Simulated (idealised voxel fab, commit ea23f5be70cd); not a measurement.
process module | voxel ribs on slabs
cross-section cut | 290 nm wide | cells 5 nm
A cross-section is a grid of square cells, given in bands from the top down. A band is one or more rows of cells.
Each band's line starts with the height of the band's top and of its bottom, in nm. Then come its materials from left to right, each with its width in nm. One material with "throughout" fills the band from edge to edge. "air" is empty space.
Height 0 is the level under which the wafer as received is all one material. The lowest band goes on downwards, as in "0 down".
A width such as "30 to 40" changes by the same amount from each row of cells to the next, from the band's top row to its bottom row.
"no change" after a step means that no cell of the cross-section changed.
closed voids: empty space of 8 cells or more with no open way to the top, each as width x height at its distance from the left edge, in nm
after a step's settings: what the simulator itself notes on the step
overlay nm, on a step with a mask: how far to the right of its planned place the mask lay; to the left if negative
plan
1 op RECEIVE | material Si
2 op DIRECTIONAL_DEP | material SiO2 | thk nm 20
3 op DIRECTIONAL_DEP | material SiN | thk nm 15
4 op PATTERN | tone cover | mask id RIB | material resist | width nm 30 | thk nm 20 | overlay nm 0
5 op DIRECTIONAL_ETCH | etch materials SiN | depth nm 10
6 op STRIP | etch materials resist
7 op PATTERN | tone cover | mask id SLAB | material resist | width nm 60 | thk nm 20 | overlay nm 0
8 op DIRECTIONAL_ETCH | etch materials SiN | depth nm 5
9 op STRIP | etch materials resist
10 op FILL_DEP | material SiO2 | thk nm 25
11 op CMP | height nm 55
12 op DIRECTIONAL_DEP | material TiN | thk nm 5
13 op DIRECTIONAL_DEP | material aC | thk nm 15
14 op PATTERN | tone cover | mask id HEATER | material resist | width nm 40 | thk nm 30 | overlay nm 0
15 op DIRECTIONAL_ETCH | etch materials aC | depth nm 15
16 op STRIP | etch materials resist
17 op DIRECTIONAL_ETCH | etch materials TiN | depth nm 5
18 op STRIP | etch materials aC
19 op CONFORMAL_DEP | material SiN | thk nm 5
first wafer, as planned
as received, after step 1
  0 down: Si throughout
  closed voids: none
after step 2
  20 to 0: SiO2 throughout
  below 0: unchanged
after step 3
  35 to 20: SiN throughout
  below 20: unchanged
after step 4
  55 to 35: air 130 | resist 30 | air 130
  below 35: unchanged
after step 5
  55 to 35: air 130 | resist 30 | air 130
  35 to 25: air 130 | SiN 30 | air 130
  below 25: unchanged
after step 6
  35 to 25: air 130 | SiN 30 | air 130
  below 25: unchanged
after step 7
  55 to 35: air 115 | resist 60 | air 115
  35 to 25: air 115 | resist 15 | SiN 30 | resist 15 | air 115
  below 25: unchanged
after step 8
  55 to 35: air 115 | resist 60 | air 115
  35 to 25: air 115 | resist 15 | SiN 30 | resist 15 | air 115
  25 to 20: air 115 | SiN 60 | air 115
  below 20: unchanged
after step 9
  35 to 25: air 130 | SiN 30 | air 130
  below 25: unchanged
after step 10
  60 to 35: SiO2 throughout
  35 to 25: SiO2 130 | SiN 30 | SiO2 130
  25 to 20: SiO2 115 | SiN 60 | SiO2 115
  below 20: unchanged
after step 11
  55 to 35: SiO2 throughout
  below 35: unchanged
after step 12
  60 to 55: TiN throughout
  below 55: unchanged
after step 13
  75 to 60: aC throughout
  below 60: unchanged
after step 14
  105 to 75: air 125 | resist 40 | air 125
  below 75: unchanged
after step 15
  90 to 75: air 125 | resist 40 | air 125
  75 to 60: air 125 | aC 40 | air 125
  below 60: unchanged
after step 16
  75 to 60: air 125 | aC 40 | air 125
  below 60: unchanged
after step 17
  75 to 60: air 125 | aC 40 | air 125
  60 to 55: air 125 | TiN 40 | air 125
  below 55: unchanged
after step 18
  60 to 55: air 125 | TiN 40 | air 125
  below 55: unchanged
after step 19
  65 to 60: air 120 | SiN 50 | air 120
  60 to 55: SiN 125 | TiN 40 | SiN 125
  below 55: unchanged
second wafer: like start, like plan, one mistake. Through step 18 it matches the first wafer
when step 19 should have ended: no change
what went wrong: step 19 was left out
at the end the second wafer has, in cells: 60 fewer of SiN
